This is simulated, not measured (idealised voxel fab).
Process module heading - voxel lift off
This is section cut - it's 300 nm across, gridded in 5 nm square cells.
A cross-section is a grid of square cells, given in bands from the top down. A band is one or more rows of cells. What a band's entry tells you: where the top is and where the bottom is, as heights in nm, and after that what lies inside, material by material from left to right, each with its width in nm. Empty space is written as the word "air", and a single material marked with the word "edge to edge" occupies the band from edge to edge. Ref level 0: as-received wafer is one material below here. Bottom band extends down with no lower bound ("from 0 down"). Think of "30 to 40" as a width that walks from the first number to the second as you go down the band, top row to bottom row, taking equal-sized steps from row to row. No cell of the cross-section changed in a step that is given as "everything unchanged". In the "Fully closed voids" entry, you get each enclosed empty space of 8 cells or more, one with no open way to the top, written width x height at distance, distance from the left edge, in nm. Past the settings on a step's line: simulator remark, on that step. If you see "overlay nm" on a step's line and that step has a mask, it's telling you how far right of where it was planned the mask ended up; a negative number means it went left instead.
## List of planned process steps
1) RECEIVE,material Si
2) CONFORMAL_DEP,material SiN,thk nm 15
3) PATTERN,tone open,mask id LINES,material resist,width nm 15,pitch nm 30,thk nm 30,overlay nm 0
4) DIRECTIONAL_DEP,material Ru,thk nm 15
5) STRIP,etch materials resist
6) CONFORMAL_DEP,material SiCN,thk nm 5
The plan shows the thk nm of step 6 as the first wafer had it; this setting differs between the wafers, which start out alike.
## The first of several wafers as received, shown in cross-section; this is its state after step 1
from 0 down: Si edge to edge
Fully closed voids: none
## Once step 6, the last step, is complete, the module is at its end; this is the cross-section of the first of several wafers
from 35 to 30: air=120, then SiCN=25, then air=5, then SiCN=25, then air=125
from 30 to 20: air=120, then SiCN=5, then Ru=15, then SiCN=5, then air=5, then SiCN=5, then Ru=15, then SiCN=5, then air=125
from 20 to 15: SiCN=125, then Ru=15, then SiCN=15, then Ru=15, then SiCN=130
from 15 to 0: SiN edge to edge
from 0 down: Si edge to edge
Fully closed voids: none
## Last-wafer cross-section at the end of the module
from 50 to 35: air=105, then SiCN=85, then air=110
from 35 to 30: SiCN edge to edge
from 30 to 15: SiCN=125, then Ru=15, then SiCN=15, then Ru=15, then SiCN=130
from 15 to 0: SiN edge to edge
from 0 down: Si edge to edge
Fully closed voids: none
## Tabulated below, wafer by wafer, are the end-of-module results: for each material, the number of cells gained (+) or lost (-) relative to the as-received state, followed by the closed voids
thk nm 5, +18 Ru, +72 SiCN, +180 SiN, Fully closed voids: none
thk nm 10, +18 Ru, +141 SiCN, +180 SiN, Fully closed voids: none
thk nm 15, +18 Ru, +207 SiCN, +180 SiN, Fully closed voids: none
thk nm 20, +18 Ru, +273 SiCN, +180 SiN, Fully closed voids: none
